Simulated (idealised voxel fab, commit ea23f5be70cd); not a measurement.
This section sets out a process module, namely voxel trench capacitor.
Cross-section cut spans 200 nm and uses square cells 5 nm in size.
When this document writes out a cross-section, it uses a grid of square cells and lists it as bands, beginning at the top and moving down, with a band standing for one or more rows of cells.
Band: top height; bottom height; in nm. Then, left to right: material with width in nm, for each material. "everywhere": a single material spanning edge to edge. "air": empty space.
Where do heights start? At 0: under that level the wafer as delivered is made of one material only. And the lowest band has no floor; it just carries on downward, as in "0 nm and below".
The expression "30..40" gives the width at the extremes of the band, the first number at its top row of cells and the second at its bottom row, with the width changing by equal amounts from each row to the next in between.
Given "nothing was modified" for a step, no cell of the cross-section differs between before and after that step.
"Enclosed cavity list": sealed empty spaces, 8 cells or more, no open way to top, listed width x height at distance, with distance from the left edge and width, height and distance in nm.
Note: text after step settings on the step line = simulator remark on that step.
overlay nm: where the mask lay relative to plan, measured to the right, on steps with a mask; negatives go left.
# The following list gives the planned process steps
1. RECEIVE,material Si
2. CONFORMAL_DEP,material SiN,thk nm 5
3. DIRECTIONAL_DEP,material aC,thk nm 15
4. PATTERN,tone open,mask id TRENCH,material resist,width nm 15,pitch nm 40,thk nm 35,overlay nm 0
5. DIRECTIONAL_ETCH,etch materials aC,depth nm 15
6. STRIP,etch materials resist
7. DIRECTIONAL_ETCH,etch materials SiN,depth nm 5
8. DIRECTIONAL_ETCH,etch materials Si,depth nm 35
9. STRIP,etch materials aC
10. CONFORMAL_DEP,material Al2O3,thk nm 5
11. FILL_DEP,material polySi,thk nm 5
12. CMP,height nm 5
Across this set of wafers, the varied parameter is the width nm of step 4. Starting conditions are identical for every wafer, and the plan reports the value assigned to the first wafer.
# The first of several wafers as received, shown in cross-section; this is its state after step 1
    0 nm and below: Si everywhere
    Enclosed cavity list: none
# End of module, by wafer: material-by-material cell gain (+) or loss (-) since receipt, then closed voids
width nm 15 | +51 Al2O3 | -63 Si | +31 SiN | +21 polySi | Enclosed cavity list: none
width nm 20 | +54 Al2O3 | -84 Si | +28 SiN | +42 polySi | Enclosed cavity list: none
width nm 25 | +57 Al2O3 | -105 Si | +25 SiN | +63 polySi | Enclosed cavity list: none
